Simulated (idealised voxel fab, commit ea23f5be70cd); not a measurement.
The following process module bears the name voxel self aligned vias.
For reference, the cross-section in this document is cut, with width 280 nm and square cells of 5 nm.
A cross-section in this document is a grid of square cells, and it is written down as bands, the top band listed before the ones below it; a band is made up of one or more rows of cells. What a band's entry tells you: where the top is and where the bottom is, as heights in nm, and after that what lies inside, material by material from left to right, each with its width in nm. Empty space is written as the word "air", and a single material marked with the word "full width" occupies the band from edge to edge. Note: height 0 marks the level under which the wafer is uniformly one material as received. Lowest band unbounded below, written "z 0 and below". Graded width ("30..40"): value in top row of band = first number; value in bottom row = second number; row-to-row change constant. Given "same as before" for a step, no cell of the cross-section differs between before and after that step. You'll see "Fully enclosed voids" listing empty spaces that have no way open to the top, as long as they're 8 cells or more; the notation is width x height at distance, where the distance is from the left edge, and all of it is in nm. Formally, on a step line, whatever follows the settings is a remark that the simulator itself makes on the step. overlay nm: mask right of planned place by this much (step with mask). Neg. = left. Each pair below shows a cross-section before one step and the cross-section after it, down to the lowest band that changed. The line under each pair gives the step between them, with its settings. The pairs can come from different runs of this module on the same starting wafer, so a pair continues from the pair above only where its "Before the step" says so.

**Before the step**
z 0 and below  Si full width
Fully enclosed voids: none

**Post-Step Snapshot**
z 10 to 0  SiO2 full width
Rest of section, below 0: as before.
Fully enclosed voids: none
Quick note on the step between the two cross-sections above: CONFORMAL_DEP,material SiO2,thk nm 10

Before the step: see the after view in the pair directly above.

**Post-Step Snapshot**
z 15 to 10  SiCN full width
Rest of section, below 10: as before.
Fully enclosed voids: none
Quick note on the step between the two cross-sections above: CONFORMAL_DEP,material SiCN,thk nm 5

Before the step: see the after view in the pair directly above.

**Post-Step Snapshot**
z 45 to 15  lowk full width
Rest of section, below 15: as before.
Fully enclosed voids: none
Quick note on the step between the two cross-sections above: DIRECTIONAL_DEP,material lowk,thk nm 30

Before the step: see the after view in the pair directly above.

**Post-Step Snapshot**
z 60 to 45  aC full width
Rest of section, below 45: as before.
Fully enclosed voids: none
Quick note on the step between the two cross-sections above: DIRECTIONAL_DEP,material aC,thk nm 15

Before the step: see the after view in the pair directly above.

**Post-Step Snapshot**
z 95 to 60  resist 60; air 30; resist 35; air 30; resist 35; air 30; resist 60
Rest of section, below 60: as before.
Fully enclosed voids: none
Quick note on the step between the two cross-sections above: PATTERN,tone open,mask id LINES,material resist,width nm 30,pitch nm 65,thk nm 35,overlay nm 0

Before the step: see the after view in the pair directly above.

**Post-Step Snapshot**
z 80 to 60  resist 60; air 30; resist 35; air 30; resist 35; air 30; resist 60
z 60 to 45  aC 60; air 30; aC 35; air 30; aC 35; air 30; aC 60
Rest of section, below 45: as before.
Fully enclosed voids: none
Quick note on the step between the two cross-sections above: DIRECTIONAL_ETCH,etch materials aC,depth nm 15

Before the step: see the after view in the pair directly above.

**Post-Step Snapshot**
z 60 to 45  aC 60; air 30; aC 35; air 30; aC 35; air 30; aC 60
Rest of section, below 45: as before.
Fully enclosed voids: none
Quick note on the step between the two cross-sections above: STRIP,etch materials resist

Before the step: see the after view in the pair directly above.

**Post-Step Snapshot**
z 60 to 45  aC 60; air 30; aC 35; air 30; aC 35; air 30; aC 60
z 45 to 15  lowk 60; air 30; lowk 35; air 30; lowk 35; air 30; lowk 60
Rest of section, below 15: as before.
Fully enclosed voids: none
Quick note on the step between the two cross-sections above: DIRECTIONAL_ETCH,etch materials lowk,depth nm 30

Before the step: see the after view in the pair directly above.

**Post-Step Snapshot**
z 45 to 15  lowk 60; air 30; lowk 35; air 30; lowk 35; air 30; lowk 60
Rest of section, below 15: as before.
Fully enclosed voids: none
Quick note on the step between the two cross-sections above: STRIP,etch materials aC

Before the step: see the after view in the pair directly above.

**Post-Step Snapshot**
z 50 to 45  TiN 65; air 20; TiN 45; air 20; TiN 45; air 20; TiN 65
z 45 to 20  lowk 60; TiN 5; air 20; TiN 5; lowk 35; TiN 5; air 20; TiN 5; lowk 35; TiN 5; air 20; TiN 5; lowk 60
z 20 to 15  lowk 60; TiN 30; lowk 35; TiN 30; lowk 35; TiN 30; lowk 60
Rest of section, below 15: as before.
Fully enclosed voids: none
Quick note on the step between the two cross-sections above: CONFORMAL_DEP,material TiN,thk nm 5

Before the step: see the after view in the pair directly above.

**Post-Step Snapshot**
z 60 to 50  W full width
z 50 to 45  TiN 65; W 20; TiN 45; W 20; TiN 45; W 20; TiN 65
z 45 to 20  lowk 60; TiN 5; W 20; TiN 5; lowk 35; TiN 5; W 20; TiN 5; lowk 35; TiN 5; W 20; TiN 5; lowk 60
Rest of section, below 20: as before.
Fully enclosed voids: none
Quick note on the step between the two cross-sections above: FILL_DEP,material W,thk nm 10

Before the step: see the after view in the pair directly above.

**Post-Step Snapshot**
z 45 to 20  lowk 60; TiN 5; W 20; TiN 5; lowk 35; TiN 5; W 20; TiN 5; lowk 35; TiN 5; W 20; TiN 5; lowk 60
Rest of section, below 20: as before.
Fully enclosed voids: none
Quick note on the step between the two cross-sections above: CMP,height nm 45

Before the step: see the after view in the pair directly above.

**Post-Step Snapshot**
z 45 to 35  lowk 60; air 30; lowk 35; air 30; lowk 35; air 30; lowk 60
Rest of section, below 35: as before.
Fully enclosed voids: none
Quick note on the step between the two cross-sections above: SELECTIVE_ETCH,etch materials W Ru TiN,depth nm 10

Before the step: see the after view in the pair directly above.

**Post-Step Snapshot**
z 50 to 45  SiN full width
z 45 to 35  lowk 60; SiN 30; lowk 35; SiN 30; lowk 35; SiN 30; lowk 60
Rest of section, below 35: as before.
Fully enclosed voids: none
Quick note on the step between the two cross-sections above: FILL_DEP,material SiN,thk nm 5

Before the step: see the after view in the pair directly above.

**Post-Step Snapshot**
z 45 to 35  lowk 60; SiN 30; lowk 35; SiN 30; lowk 35; SiN 30; lowk 60
Rest of section, below 35: as before.
Fully enclosed voids: none
Quick note on the step between the two cross-sections above: CMP,height nm 45

Before the step: see the after view in the pair directly above.

**Post-Step Snapshot**
z 65 to 45  lowk full width
Rest of section, below 45: as before.
Fully enclosed voids: none
Quick note on the step between the two cross-sections above: DIRECTIONAL_DEP,material lowk,thk nm 20

Before the step: see the after view in the pair directly above.

**Post-Step Snapshot**
z 65 to 45  lowk 50; air 50; lowk 15; air 50; lowk 15; air 50; lowk 50
Rest of section, below 45: as before.
Fully enclosed voids: none
Quick note on the step between the two cross-sections above: MASKED_ETCH,tone open,mask id VIAS,width nm 50,pitch nm 65,etch materials lowk,depth nm 20,overlay nm 0

Before the step: see the after view in the pair directly above.

**Post-Step Snapshot**
z 65 to 45  lowk 50; air 50; lowk 15; air 50; lowk 15; air 50; lowk 50
z 45 to 35  lowk 60; air 30; lowk 35; air 30; lowk 35; air 30; lowk 60
Rest of section, below 35: as before.
Fully enclosed voids: none
Quick note on the step between the two cross-sections above: MASKED_ETCH,tone open,mask id VIAS,width nm 50,pitch nm 65,etch materials SiN,depth nm 10,overlay nm 0

Before the step: see the after view in the pair directly above.

**Post-Step Snapshot**
z 70 to 65  TiN 55; air 40; TiN 25; air 40; TiN 25; air 40; TiN 55
z 65 to 50  lowk 50; TiN 5; air 40; TiN 5; lowk 15; TiN 5; air 40; TiN 5; lowk 15; TiN 5; air 40; TiN 5; lowk 50
z 50 to 40  lowk 50..60; TiN 15..5; air 20; TiN 15..5; lowk 15..35; TiN 15..5; air 20; TiN 15..5; lowk 15..35; TiN 15..5; air 20; TiN 15..5; lowk 50..60
z 40 to 35  lowk 60; TiN 30; lowk 35; TiN 30; lowk 35; TiN 30; lowk 60
Rest of section, below 35: as before.
Fully enclosed voids: none
Quick note on the step between the two cross-sections above: CONFORMAL_DEP,material TiN,thk nm 5

Before the step: see the after view in the pair directly above.

**Post-Step Snapshot**
z 80 to 70  Ru full width
z 70 to 65  TiN 55; Ru 40; TiN 25; Ru 40; TiN 25; Ru 40; TiN 55
z 65 to 50  lowk 50; TiN 5; Ru 40; TiN 5; lowk 15; TiN 5; Ru 40; TiN 5; lowk 15; TiN 5; Ru 40; TiN 5; lowk 50
z 50 to 40  lowk 50..60; TiN 15..5; Ru 20; TiN 15..5; lowk 15..35; TiN 15..5; Ru 20; TiN 15..5; lowk 15..35; TiN 15..5; Ru 20; TiN 15..5; lowk 50..60
Rest of section, below 40: as before.
Fully enclosed voids: none
Quick note on the step between the two cross-sections above: FILL_DEP,material Ru,thk nm 10

Before the step: see the after view in the pair directly above.

**Post-Step Snapshot**
z 65 to 50  lowk 50; TiN 5; Ru 40; TiN 5; lowk 15; TiN 5; Ru 40; TiN 5; lowk 15; TiN 5; Ru 40; TiN 5; lowk 50
Rest of section, below 50: as before.
Fully enclosed voids: none
Quick note on the step between the two cross-sections above: CMP,height nm 65

Before the step: see the after view in the pair directly above.

**Post-Step Snapshot**
z 70 to 65  SiN full width
Rest of section, below 65: as before.
Fully enclosed voids: none
Quick note on the step between the two cross-sections above: CONFORMAL_DEP,material SiN,thk nm 5

**Before the step**
z 80 to 70  Ru full width
z 70 to 65  TiN 55; Ru 40; TiN 25; Ru 40; TiN 25; Ru 40; TiN 55
z 65 to 50  lowk 50; TiN 5; Ru 40; TiN 5; lowk 15; TiN 5; Ru 40; TiN 5; lowk 15; TiN 5; Ru 40; TiN 5; lowk 50
z 50 to 40  lowk 50..60; TiN 15..5; Ru 20; TiN 15..5; lowk 15..35; TiN 15..5; Ru 20; TiN 15..5; lowk 15..35; TiN 15..5; Ru 20; TiN 15..5; lowk 50..60
z 40 to 35  lowk 60; TiN 30; lowk 35; TiN 30; lowk 35; TiN 30; lowk 60
z 35 to 20  lowk 60; TiN 5; W 20; TiN 5; lowk 35; TiN 5; W 20; TiN 5; lowk 35; TiN 5; W 20; TiN 5; lowk 60
z 20 to 15  lowk 60; TiN 30; lowk 35; TiN 30; lowk 35; TiN 30; lowk 60
z 15 to 10  SiCN full width
z 10 to 0  SiO2 full width
z 0 and below  Si full width
Fully enclosed voids: none

**Post-Step Snapshot**
z 85 to 80  SiN full width
Rest of section, below 80: as before.
Fully enclosed voids: none
Quick note on the step between the two cross-sections above: CONFORMAL_DEP,material SiN,thk nm 5

**Before the step**
z 65 to 45  lowk 50; air 50; lowk 15; air 50; lowk 15; air 50; lowk 50
z 45 to 35  lowk 60; SiN 30; lowk 35; SiN 30; lowk 35; SiN 30; lowk 60
z 35 to 20  lowk 60; TiN 5; W 20; TiN 5; lowk 35; TiN 5; W 20; TiN 5; lowk 35; TiN 5; W 20; TiN 5; lowk 60
z 20 to 15  lowk 60; TiN 30; lowk 35; TiN 30; lowk 35; TiN 30; lowk 60
z 15 to 10  SiCN full width
z 10 to 0  SiO2 full width
z 0 and below  Si full width
Fully enclosed voids: none

**Post-Step Snapshot**
z 65 to 45  lowk 50; air 50; lowk 15; air 50; lowk 15; air 50; lowk 50
z 45 to 35  lowk 50; air 10; SiN 30; air 10; lowk 15; air 10; SiN 30; air 10; lowk 15; air 10; SiN 30; air 10; lowk 50
z 35 to 25  lowk 50; air 10; TiN 5; W 20; TiN 5; air 10; lowk 15; air 10; TiN 5; W 20; TiN 5; air 10; lowk 15; air 10; TiN 5; W 20; TiN 5; air 10; lowk 50
Rest of section, below 25: as before.
Fully enclosed voids: none
Quick note on the step between the two cross-sections above: MASKED_ETCH,tone open,mask id VIAS,width nm 50,pitch nm 65,etch materials lowk,depth nm 20,overlay nm 0

Before the step: see the after view in the pair directly above.

**Post-Step Snapshot**
z 65 to 35  lowk 50; air 50; lowk 15; air 50; lowk 15; air 50; lowk 50
Rest of section, below 35: as before.
Fully enclosed voids: none
Quick note on the step between the two cross-sections above: MASKED_ETCH,tone open,mask id VIAS,width nm 50,pitch nm 65,etch materials SiN,depth nm 10,overlay nm 0

Before the step: see the after view in the pair directly above.

**Post-Step Snapshot**
z 70 to 65  TiN 55; air 40; TiN 25; air 40; TiN 25; air 40; TiN 55
z 65 to 40  lowk 50; TiN 5; air 40; TiN 5; lowk 15; TiN 5; air 40; TiN 5; lowk 15; TiN 5; air 40; TiN 5; lowk 50
z 40 to 35  lowk 50; TiN 50; lowk 15; TiN 50; lowk 15; TiN 50; lowk 50
z 35 to 25  lowk 50; TiN 15; W 20; TiN 15; lowk 15; TiN 15; W 20; TiN 15; lowk 15; TiN 15; W 20; TiN 15; lowk 50
Rest of section, below 25: as before.
Fully enclosed voids: none
Quick note on the step between the two cross-sections above: CONFORMAL_DEP,material TiN,thk nm 5

Before the step: see the after view in the pair directly above.

**Post-Step Snapshot**
z 80 to 70  Ru full width
z 70 to 65  TiN 55; Ru 40; TiN 25; Ru 40; TiN 25; Ru 40; TiN 55
z 65 to 40  lowk 50; TiN 5; Ru 40; TiN 5; lowk 15; TiN 5; Ru 40; TiN 5; lowk 15; TiN 5; Ru 40; TiN 5; lowk 50
Rest of section, below 40: as before.
Fully enclosed voids: none
Quick note on the step between the two cross-sections above: FILL_DEP,material Ru,thk nm 10

Before the step: see the after view in the pair directly above.

**Post-Step Snapshot**
z 65 to 40  lowk 50; TiN 5; Ru 40; TiN 5; lowk 15; TiN 5; Ru 40; TiN 5; lowk 15; TiN 5; Ru 40; TiN 5; lowk 50
Rest of section, below 40: as before.
Fully enclosed voids: none
Quick note on the step between the two cross-sections above: CMP,height nm 65

Before the step: see the after view in the pair directly above.

**Post-Step Snapshot**
z 70 to 65  SiN full width
Rest of section, below 65: as before.
Fully enclosed voids: none
Quick note on the step between the two cross-sections above: CONFORMAL_DEP,material SiN,thk nm 5

**Before the step**
z 10 to 0  SiO2 full width
z 0 and below  Si full width
Fully enclosed voids: none

**Post-Step Snapshot**
z 40 to 10  lowk full width
Rest of section, below 10: as before.
Fully enclosed voids: none
Quick note on the step between the two cross-sections above: DIRECTIONAL_DEP,material lowk,thk nm 30

Before the step: see the after view in the pair directly above.

**Post-Step Snapshot**
z 45 to 40  SiCN full width
Rest of section, below 40: as before.
Fully enclosed voids: none
Quick note on the step between the two cross-sections above: CONFORMAL_DEP,material SiCN,thk nm 5

Before the step: see the after view in the pair directly above.

**Post-Step Snapshot**
z 60 to 45  aC full width
Rest of section, below 45: as before.
Fully enclosed voids: none
Quick note on the step between the two cross-sections above: DIRECTIONAL_DEP,material aC,thk nm 15

Before the step: see the after view in the pair directly above.

**Post-Step Snapshot**
z 95 to 60  resist 60; air 30; resist 35; air 30; resist 35; air 30; resist 60
Rest of section, below 60: as before.
Fully enclosed voids: none
Quick note on the step between the two cross-sections above: PATTERN,tone open,mask id LINES,material resist,width nm 30,pitch nm 65,thk nm 35,overlay nm 0

Before the step: see the after view in the pair directly above.

**Post-Step Snapshot**
z 80 to 60  resist 60; air 30; resist 35; air 30; resist 35; air 30; resist 60
z 60 to 45  aC 60; air 30; aC 35; air 30; aC 35; air 30; aC 60
Rest of section, below 45: as before.
Fully enclosed voids: none
Quick note on the step between the two cross-sections above: DIRECTIONAL_ETCH,etch materials aC,depth nm 15

Before the step: see the after view in the pair directly above.

**Post-Step Snapshot**
z 60 to 45  aC 60; air 30; aC 35; air 30; aC 35; air 30; aC 60
Rest of section, below 45: as before.
Fully enclosed voids: none
Quick note on the step between the two cross-sections above: STRIP,etch materials resist

Before the step: see the after view in the pair directly above.

**Post-Step Snapshot**
z 45 to 40  SiCN full width
Rest of section, below 40: as before.
Fully enclosed voids: none
Quick note on the step between the two cross-sections above: STRIP,etch materials aC

Before the step: see the after view in the pair directly above.

**Post-Step Snapshot**
z 50 to 45  TiN full width
Rest of section, below 45: as before.
Fully enclosed voids: none
Quick note on the step between the two cross-sections above: CONFORMAL_DEP,material TiN,thk nm 5

Before the step: see the after view in the pair directly above.

**Post-Step Snapshot**
z 60 to 50  W full width
Rest of section, below 50: as before.
Fully enclosed voids: none
Quick note on the step between the two cross-sections above: FILL_DEP,material W,thk nm 10

Before the step: see the after view in the pair directly above.

**Post-Step Snapshot**
z 45 to 40  SiCN full width
Rest of section, below 40: as before.
Fully enclosed voids: none
Quick note on the step between the two cross-sections above: CMP,height nm 45

Before the step: see the after view in the pair directly above.

**Post-Step Snapshot**
z 50 to 45  SiN full width
Rest of section, below 45: as before.
Fully enclosed voids: none
Quick note on the step between the two cross-sections above: FILL_DEP,material SiN,thk nm 5

Before the step: see the after view in the pair directly above.

**Post-Step Snapshot**
z 45 to 40  SiCN full width
Rest of section, below 40: as before.
Fully enclosed voids: none
Quick note on the step between the two cross-sections above: CMP,height nm 45

Before the step: see the after view in the pair directly above.

**Post-Step Snapshot**
z 65 to 45  lowk full width
Rest of section, below 45: as before.
Fully enclosed voids: none
Quick note on the step between the two cross-sections above: DIRECTIONAL_DEP,material lowk,thk nm 20

Before the step: see the after view in the pair directly above.

**Post-Step Snapshot**
z 65 to 45  lowk 50; air 50; lowk 15; air 50; lowk 15; air 50; lowk 50
Rest of section, below 45: as before.
Fully enclosed voids: none
Quick note on the step between the two cross-sections above: MASKED_ETCH,tone open,mask id VIAS,width nm 50,pitch nm 65,etch materials lowk,depth nm 20,overlay nm 0

Before the step: see the after view in the pair directly above.

**Post-Step Snapshot**
z 70 to 65  TiN 55; air 40; TiN 25; air 40; TiN 25; air 40; TiN 55
z 65 to 50  lowk 50; TiN 5; air 40; TiN 5; lowk 15; TiN 5; air 40; TiN 5; lowk 15; TiN 5; air 40; TiN 5; lowk 50
z 50 to 45  lowk 50; TiN 50; lowk 15; TiN 50; lowk 15; TiN 50; lowk 50
Rest of section, below 45: as before.
Fully enclosed voids: none
Quick note on the step between the two cross-sections above: CONFORMAL_DEP,material TiN,thk nm 5

Before the step: see the after view in the pair directly above.

**Post-Step Snapshot**
z 80 to 70  Ru full width
z 70 to 65  TiN 55; Ru 40; TiN 25; Ru 40; TiN 25; Ru 40; TiN 55
z 65 to 50  lowk 50; TiN 5; Ru 40; TiN 5; lowk 15; TiN 5; Ru 40; TiN 5; lowk 15; TiN 5; Ru 40; TiN 5; lowk 50
Rest of section, below 50: as before.
Fully enclosed voids: none
Quick note on the step between the two cross-sections above: FILL_DEP,material Ru,thk nm 10

Before the step: see the after view in the pair directly above.

**Post-Step Snapshot**
z 65 to 50  lowk 50; TiN 5; Ru 40; TiN 5; lowk 15; TiN 5; Ru 40; TiN 5; lowk 15; TiN 5; Ru 40; TiN 5; lowk 50
Rest of section, below 50: as before.
Fully enclosed voids: none
Quick note on the step between the two cross-sections above: CMP,height nm 65

Before the step: see the after view in the pair directly above.

**Post-Step Snapshot**
z 70 to 65  SiN full width
Rest of section, below 65: as before.
Fully enclosed voids: none
Quick note on the step between the two cross-sections above: CONFORMAL_DEP,material SiN,thk nm 5

**Before the step**
z 45 to 20  lowk 60; TiN 5; W 20; TiN 5; lowk 35; TiN 5; W 20; TiN 5; lowk 35; TiN 5; W 20; TiN 5; lowk 60
z 20 to 15  lowk 60; TiN 30; lowk 35; TiN 30; lowk 35; TiN 30; lowk 60
z 15 to 10  SiCN full width
z 10 to 0  SiO2 full width
z 0 and below  Si full width
Fully enclosed voids: none

**Post-Step Snapshot**
z 45 to 30  lowk 60; air 30; lowk 35; air 30; lowk 35; air 30; lowk 60
Rest of section, below 30: as before.
Fully enclosed voids: none
Quick note on the step between the two cross-sections above: SELECTIVE_ETCH,etch materials W Ru TiN,depth nm 15

Before the step: see the after view in the pair directly above.

**Post-Step Snapshot**
z 50 to 45  SiN full width
z 45 to 30  lowk 60; SiN 30; lowk 35; SiN 30; lowk 35; SiN 30; lowk 60
Rest of section, below 30: as before.
Fully enclosed voids: none
Quick note on the step between the two cross-sections above: FILL_DEP,material SiN,thk nm 5

Before the step: see the after view in the pair directly above.

**Post-Step Snapshot**
z 45 to 30  lowk 60; SiN 30; lowk 35; SiN 30; lowk 35; SiN 30; lowk 60
Rest of section, below 30: as before.
Fully enclosed voids: none
Quick note on the step between the two cross-sections above: CMP,height nm 45

Before the step: see the after view in the pair directly above.

**Post-Step Snapshot**
z 65 to 45  lowk full width
Rest of section, below 45: as before.
Fully enclosed voids: none
Quick note on the step between the two cross-sections above: DIRECTIONAL_DEP,material lowk,thk nm 20

Before the step: see the after view in the pair directly above.

**Post-Step Snapshot**
z 65 to 45  lowk 50; air 50; lowk 15; air 50; lowk 15; air 50; lowk 50
Rest of section, below 45: as before.
Fully enclosed voids: none
Quick note on the step between the two cross-sections above: MASKED_ETCH,tone open,mask id VIAS,width nm 50,pitch nm 65,etch materials lowk,depth nm 20,overlay nm 0

Before the step: see the after view in the pair directly above.

**Post-Step Snapshot**
z 65 to 45  lowk 50; air 50; lowk 15; air 50; lowk 15; air 50; lowk 50
z 45 to 35  lowk 60; air 30; lowk 35; air 30; lowk 35; air 30; lowk 60
Rest of section, below 35: as before.
Fully enclosed voids: none
Quick note on the step between the two cross-sections above: MASKED_ETCH,tone open,mask id VIAS,width nm 50,pitch nm 65,etch materials SiN,depth nm 10,overlay nm 0

Before the step: see the after view in the pair directly above.

**Post-Step Snapshot**
z 70 to 65  TiN 55; air 40; TiN 25; air 40; TiN 25; air 40; TiN 55
z 65 to 50  lowk 50; TiN 5; air 40; TiN 5; lowk 15; TiN 5; air 40; TiN 5; lowk 15; TiN 5; air 40; TiN 5; lowk 50
z 50 to 40  lowk 50..60; TiN 15..5; air 20; TiN 15..5; lowk 15..35; TiN 15..5; air 20; TiN 15..5; lowk 15..35; TiN 15..5; air 20; TiN 15..5; lowk 50..60
z 40 to 35  lowk 60; TiN 30; lowk 35; TiN 30; lowk 35; TiN 30; lowk 60
Rest of section, below 35: as before.
Fully enclosed voids: none
Quick note on the step between the two cross-sections above: CONFORMAL_DEP,material TiN,thk nm 5

Before the step: see the after view in the pair directly above.

**Post-Step Snapshot**
z 80 to 70  Ru full width
z 70 to 65  TiN 55; Ru 40; TiN 25; Ru 40; TiN 25; Ru 40; TiN 55
z 65 to 50  lowk 50; TiN 5; Ru 40; TiN 5; lowk 15; TiN 5; Ru 40; TiN 5; lowk 15; TiN 5; Ru 40; TiN 5; lowk 50
z 50 to 40  lowk 50..60; TiN 15..5; Ru 20; TiN 15..5; lowk 15..35; TiN 15..5; Ru 20; TiN 15..5; lowk 15..35; TiN 15..5; Ru 20; TiN 15..5; lowk 50..60
Rest of section, below 40: as before.
Fully enclosed voids: none
Quick note on the step between the two cross-sections above: FILL_DEP,material Ru,thk nm 10

Before the step: see the after view in the pair directly above.

**Post-Step Snapshot**
z 65 to 50  lowk 50; TiN 5; Ru 40; TiN 5; lowk 15; TiN 5; Ru 40; TiN 5; lowk 15; TiN 5; Ru 40; TiN 5; lowk 50
Rest of section, below 50: as before.
Fully enclosed voids: none
Quick note on the step between the two cross-sections above: CMP,height nm 65

Before the step: see the after view in the pair directly above.

**Post-Step Snapshot**
z 70 to 65  SiN full width
Rest of section, below 65: as before.
Fully enclosed voids: none
Quick note on the step between the two cross-sections above: CONFORMAL_DEP,material SiN,thk nm 5

**Before the step**
z 60 to 45  aC full width
z 45 to 15  lowk full width
z 15 to 10  SiCN full width
z 10 to 0  SiO2 full width
z 0 and below  Si full width
Fully enclosed voids: none

**Post-Step Snapshot**
z 95 to 60  resist 60; air 35; resist 30; air 35; resist 30; air 35; resist 55
Rest of section, below 60: as before.
Fully enclosed voids: none
Quick note on the step between the two cross-sections above: PATTERN,tone open,mask id LINES,material resist,width nm 35,pitch nm 65,thk nm 35,overlay nm 0

Before the step: see the after view in the pair directly above.

**Post-Step Snapshot**
z 80 to 60  resist 60; air 35; resist 30; air 35; resist 30; air 35; resist 55
z 60 to 45  aC 60; air 35; aC 30; air 35; aC 30; air 35; aC 55
Rest of section, below 45: as before.
Fully enclosed voids: none
Quick note on the step between the two cross-sections above: DIRECTIONAL_ETCH,etch materials aC,depth nm 15

Before the step: see the after view in the pair directly above.

**Post-Step Snapshot**
z 60 to 45  aC 60; air 35; aC 30; air 35; aC 30; air 35; aC 55
Rest of section, below 45: as before.
Fully enclosed voids: none
Quick note on the step between the two cross-sections above: STRIP,etch materials resist

Before the step: see the after view in the pair directly above.

**Post-Step Snapshot**
z 60 to 45  aC 60; air 35; aC 30; air 35; aC 30; air 35; aC 55
z 45 to 15  lowk 60; air 35; lowk 30; air 35; lowk 30; air 35; lowk 55
Rest of section, below 15: as before.
Fully enclosed voids: none
Quick note on the step between the two cross-sections above: DIRECTIONAL_ETCH,etch materials lowk,depth nm 30

Before the step: see the after view in the pair directly above.

**Post-Step Snapshot**
z 45 to 15  lowk 60; air 35; lowk 30; air 35; lowk 30; air 35; lowk 55
Rest of section, below 15: as before.
Fully enclosed voids: none
Quick note on the step between the two cross-sections above: STRIP,etch materials aC

Before the step: see the after view in the pair directly above.

**Post-Step Snapshot**
z 50 to 45  TiN 65; air 25; TiN 40; air 25; TiN 40; air 25; TiN 60
z 45 to 20  lowk 60; TiN 5; air 25; TiN 5; lowk 30; TiN 5; air 25; TiN 5; lowk 30; TiN 5; air 25; TiN 5; lowk 55
z 20 to 15  lowk 60; TiN 35; lowk 30; TiN 35; lowk 30; TiN 35; lowk 55
Rest of section, below 15: as before.
Fully enclosed voids: none
Quick note on the step between the two cross-sections above: CONFORMAL_DEP,material TiN,thk nm 5

Before the step: see the after view in the pair directly above.

**Post-Step Snapshot**
z 60 to 50  W full width
z 50 to 45  TiN 65; W 25; TiN 40; W 25; TiN 40; W 25; TiN 60
z 45 to 20  lowk 60; TiN 5; W 25; TiN 5; lowk 30; TiN 5; W 25; TiN 5; lowk 30; TiN 5; W 25; TiN 5; lowk 55
Rest of section, below 20: as before.
Fully enclosed voids: none
Quick note on the step between the two cross-sections above: FILL_DEP,material W,thk nm 10

Before the step: see the after view in the pair directly above.

**Post-Step Snapshot**
z 45 to 20  lowk 60; TiN 5; W 25; TiN 5; lowk 30; TiN 5; W 25; TiN 5; lowk 30; TiN 5; W 25; TiN 5; lowk 55
Rest of section, below 20: as before.
Fully enclosed voids: none
Quick note on the step between the two cross-sections above: CMP,height nm 45

Before the step: see the after view in the pair directly above.

**Post-Step Snapshot**
z 45 to 35  lowk 60; air 35; lowk 30; air 35; lowk 30; air 35; lowk 55
Rest of section, below 35: as before.
Fully enclosed voids: none
Quick note on the step between the two cross-sections above: SELECTIVE_ETCH,etch materials W Ru TiN,depth nm 10

Before the step: see the after view in the pair directly above.

**Post-Step Snapshot**
z 50 to 45  SiN full width
z 45 to 35  lowk 60; SiN 35; lowk 30; SiN 35; lowk 30; SiN 35; lowk 55
Rest of section, below 35: as before.
Fully enclosed voids: none
Quick note on the step between the two cross-sections above: FILL_DEP,material SiN,thk nm 5

Before the step: see the after view in the pair directly above.

**Post-Step Snapshot**
z 45 to 35  lowk 60; SiN 35; lowk 30; SiN 35; lowk 30; SiN 35; lowk 55
Rest of section, below 35: as before.
Fully enclosed voids: none
Quick note on the step between the two cross-sections above: CMP,height nm 45

Before the step: see the after view in the pair directly above.

**Post-Step Snapshot**
z 65 to 45  lowk full width
Rest of section, below 45: as before.
Fully enclosed voids: none
Quick note on the step between the two cross-sections above: DIRECTIONAL_DEP,material lowk,thk nm 20

Before the step: see the after view in the pair directly above.

**Post-Step Snapshot**
z 65 to 45  lowk 50; air 50; lowk 15; air 50; lowk 15; air 50; lowk 50
Rest of section, below 45: as before.
Fully enclosed voids: none
Quick note on the step between the two cross-sections above: MASKED_ETCH,tone open,mask id VIAS,width nm 50,pitch nm 65,etch materials lowk,depth nm 20,overlay nm 0

Before the step: see the after view in the pair directly above.

**Post-Step Snapshot**
z 65 to 45  lowk 50; air 50; lowk 15; air 50; lowk 15; air 50; lowk 50
z 45 to 35  lowk 60; air 35; lowk 30; air 35; lowk 30; air 35; lowk 55
Rest of section, below 35: as before.
Fully enclosed voids: none
Quick note on the step between the two cross-sections above: MASKED_ETCH,tone open,mask id VIAS,width nm 50,pitch nm 65,etch materials SiN,depth nm 10,overlay nm 0

Before the step: see the after view in the pair directly above.

**Post-Step Snapshot**
z 70 to 65  TiN 55; air 40; TiN 25; air 40; TiN 25; air 40; TiN 55
z 65 to 50  lowk 50; TiN 5; air 40; TiN 5; lowk 15; TiN 5; air 40; TiN 5; lowk 15; TiN 5; air 40; TiN 5; lowk 50
z 50 to 40  lowk 50..60; TiN 15..5; air 25; TiN 10..5; lowk 15..30; TiN 15..5; air 25; TiN 10..5; lowk 15..30; TiN 15..5; air 25; TiN 10..5; lowk 50..55
z 40 to 35  lowk 60; TiN 35; lowk 30; TiN 35; lowk 30; TiN 35; lowk 55
Rest of section, below 35: as before.
Fully enclosed voids: none
Quick note on the step between the two cross-sections above: CONFORMAL_DEP,material TiN,thk nm 5

Before the step: see the after view in the pair directly above.

**Post-Step Snapshot**
z 80 to 70  Ru full width
z 70 to 65  TiN 55; Ru 40; TiN 25; Ru 40; TiN 25; Ru 40; TiN 55
z 65 to 50  lowk 50; TiN 5; Ru 40; TiN 5; lowk 15; TiN 5; Ru 40; TiN 5; lowk 15; TiN 5; Ru 40; TiN 5; lowk 50
z 50 to 40  lowk 50..60; TiN 15..5; Ru 25; TiN 10..5; lowk 15..30; TiN 15..5; Ru 25; TiN 10..5; lowk 15..30; TiN 15..5; Ru 25; TiN 10..5; lowk 50..55
Rest of section, below 40: as before.
Fully enclosed voids: none
Quick note on the step between the two cross-sections above: FILL_DEP,material Ru,thk nm 10

Before the step: see the after view in the pair directly above.

**Post-Step Snapshot**
z 65 to 50  lowk 50; TiN 5; Ru 40; TiN 5; lowk 15; TiN 5; Ru 40; TiN 5; lowk 15; TiN 5; Ru 40; TiN 5; lowk 50
Rest of section, below 50: as before.
Fully enclosed voids: none
Quick note on the step between the two cross-sections above: CMP,height nm 65

Before the step: see the after view in the pair directly above.

**Post-Step Snapshot**
z 70 to 65  SiN full width
Rest of section, below 65: as before.
Fully enclosed voids: none
Quick note on the step between the two cross-sections above: CONFORMAL_DEP,material SiN,thk nm 5
